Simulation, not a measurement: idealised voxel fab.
Documented hereafter: the process module known as voxel capacitor over wiring.
Square cell edge 5 nm, section width 160 nm, ID cut.
In what follows, cross-sections appear as grids of square cells, described through bands that run from the top down, where every band is one or more rows of cells. Within each band entry, the heights of the top and of the bottom of the band appear first, in that order and in nm; the materials of the band then follow from left to right, each with its corresponding width in nm. The designation "all across" on a single material indicates that it fills the band from edge to edge; the designation "blank" indicates empty space. Heights from 0 (as-received wafer is one material below). Bottom band endless downward, as "0 down". The two numbers in a width such as "30..40" mark its ends across the band: the first belongs to the top row of cells, the second to the bottom row, and from each row to the next the width moves by the same amount. "same as before" after a step means that no cell of the cross-section changed. You'll see "Fully closed voids" listing empty spaces that have no way open to the top, as long as they're 8 cells or more; the notation is width x height at distance, where the distance is from the left edge, and all of it is in nm. Note: text after step settings on the step line = simulator remark on that step. The setting "overlay nm" may be written on the line of a step. When the step uses a mask, the value reports how far to the right of the planned place the mask lay, and a negative value reports that it lay to the left.

# This section lists the process steps that were planned
1) RECEIVE,material Si
2) CONFORMAL_DEP,material SiO2,thk nm 15
3) CONFORMAL_DEP,material SiCN,thk nm 5
4) DIRECTIONAL_DEP,material SiO2,thk nm 20
5) DIRECTIONAL_DEP,material aC,thk nm 15
6) PATTERN,tone open,mask id METAL_1,material resist,width nm 20,pitch nm 70,thk nm 35,overlay nm 0
7) DIRECTIONAL_ETCH,etch materials aC,depth nm 15
8) STRIP,etch materials resist
9) DIRECTIONAL_ETCH,etch materials SiO2,depth nm 20
10) DIRECTIONAL_ETCH,etch materials SiCN,depth nm 5
11) STRIP,etch materials aC
12) CONFORMAL_DEP,material TiN,thk nm 5
13) FILL_DEP,material Cu,thk nm 5
14) CMP,height nm 40
15) EPI,material Ru,thk nm 5
16) FILL_DEP,material SiCN,thk nm 5
17) DIRECTIONAL_DEP,material lowk,thk nm 10
18) PATTERN,tone open,mask id PLUG_1,material resist,width nm 15,thk nm 20,overlay nm 0
19) DIRECTIONAL_ETCH,etch materials lowk,depth nm 10
20) DIRECTIONAL_ETCH,etch materials SiCN,depth nm 5
21) STRIP,etch materials resist
22) CONFORMAL_DEP,material TiN,thk nm 5
23) FILL_DEP,material W,thk nm 5
24) CMP,height nm 60
25) DIRECTIONAL_DEP,material TiN,thk nm 5
26) DIRECTIONAL_DEP,material SiN,thk nm 5
27) DIRECTIONAL_DEP,material TiN,thk nm 10
28) DIRECTIONAL_DEP,material aC,thk nm 15
29) PATTERN,tone cover,mask id UPPER_PLATE,material resist,width nm 55,thk nm 35,overlay nm 0
30) DIRECTIONAL_ETCH,etch materials aC,depth nm 15
31) STRIP,etch materials resist
32) DIRECTIONAL_ETCH,etch materials TiN,depth nm 10
33) DIRECTIONAL_ETCH,etch materials SiN,depth nm 5
34) STRIP,etch materials aC
35) PATTERN,tone cover,mask id LOWER_PLATE,material resist,width nm 65,thk nm 20,overlay nm 0
36) DIRECTIONAL_ETCH,etch materials TiN,depth nm 5
37) STRIP,etch materials resist
38) FILL_DEP,material SiO2,thk nm 15
39) CMP,height nm 90
40) MASKED_ETCH,tone open,mask id PLUG_2,width nm 15,etch materials SiO2,depth nm 10,overlay nm 0
41) CONFORMAL_DEP,material TiN,thk nm 5
42) FILL_DEP,material Cu,thk nm 10
43) CMP,height nm 90
44) CONFORMAL_DEP,material SiN,thk nm 5
Quick note for whoever runs this: the wafers start identical, but the thk nm at step 22 isn't the same across them. The plan just shows what the first wafer had.

# First wafer of several, as received: cross-section after step 1
  0 down: Si all across
  Fully closed voids: none

# Wafer cross-section (first of several) - module end, post step 44 (last step)
  95 to 90: SiN all across
  90 to 85: SiO2 50 nm / TiN 5 nm / Cu 5 nm / TiN 5 nm / SiO2 95 nm
  85 to 80: SiO2 50 nm / TiN 15 nm / SiO2 95 nm
  80 to 70: SiO2 40 nm / TiN 55 nm / SiO2 65 nm
  70 to 65: SiO2 40 nm / SiN 55 nm / SiO2 65 nm
  65 to 60: SiO2 35 nm / TiN 65 nm / SiO2 60 nm
  60 to 50: lowk 40 nm / TiN 5 nm / W 5 nm / TiN 5 nm / lowk 105 nm
  50 to 45: SiCN 40 nm / TiN 15 nm / SiCN 105 nm
  45 to 40: SiCN 30 nm / Ru 30 nm / SiCN 40 nm / Ru 30 nm / SiCN 30 nm
  40 to 20: SiO2 35 nm / TiN 5 nm / Cu 10 nm / TiN 5 nm / SiO2 50 nm / TiN 5 nm / Cu 10 nm / TiN 5 nm / SiO2 35 nm
  20 to 15: SiCN 35 nm / TiN 20 nm / SiCN 50 nm / TiN 20 nm / SiCN 35 nm
  15 to 0: SiO2 all across
  0 down: Si all across
  Fully closed voids: none

# Cross-section at module completion, last wafer
  95 to 90: SiN all across
  90 to 85: SiO2 50 nm / TiN 5 nm / Cu 5 nm / TiN 5 nm / SiO2 95 nm
  85 to 80: SiO2 50 nm / TiN 15 nm / SiO2 95 nm
  80 to 70: SiO2 40 nm / TiN 55 nm / SiO2 65 nm
  70 to 65: SiO2 40 nm / SiN 55 nm / SiO2 65 nm
  65 to 60: SiO2 35 nm / TiN 65 nm / SiO2 60 nm
  60 to 50: lowk 40 nm / TiN 15 nm / lowk 105 nm
  50 to 45: SiCN 40 nm / TiN 15 nm / SiCN 105 nm
  45 to 40: SiCN 30 nm / Ru 30 nm / SiCN 40 nm / Ru 30 nm / SiCN 30 nm
  40 to 20: SiO2 35 nm / TiN 5 nm / Cu 10 nm / TiN 5 nm / SiO2 50 nm / TiN 5 nm / Cu 10 nm / TiN 5 nm / SiO2 35 nm
  20 to 15: SiCN 35 nm / TiN 20 nm / SiCN 50 nm / TiN 20 nm / SiCN 35 nm
  15 to 0: SiO2 all across
  0 down: Si all across
  Fully closed voids: none

# Quick key for the table: a row per wafer, taken at the end of the module. For each material it tells you how many cells the wafer gained (+) or lost (-) since it came in, and the closed voids come after
thk nm 5, +17 Cu, +12 Ru, +73 SiCN, +43 SiN, +332 SiO2, +71 TiN, +2 W, +58 lowk, Fully closed voids: none
thk nm 10, +17 Cu, +12 Ru, +73 SiCN, +43 SiN, +332 SiO2, +73 TiN, +58 lowk, Fully closed voids: none
thk nm 15, +17 Cu, +12 Ru, +73 SiCN, +43 SiN, +332 SiO2, +73 TiN, +58 lowk, Fully closed voids: none
thk nm 20, +17 Cu, +12 Ru, +73 SiCN, +43 SiN, +332 SiO2, +73 TiN, +58 lowk, Fully closed voids: none
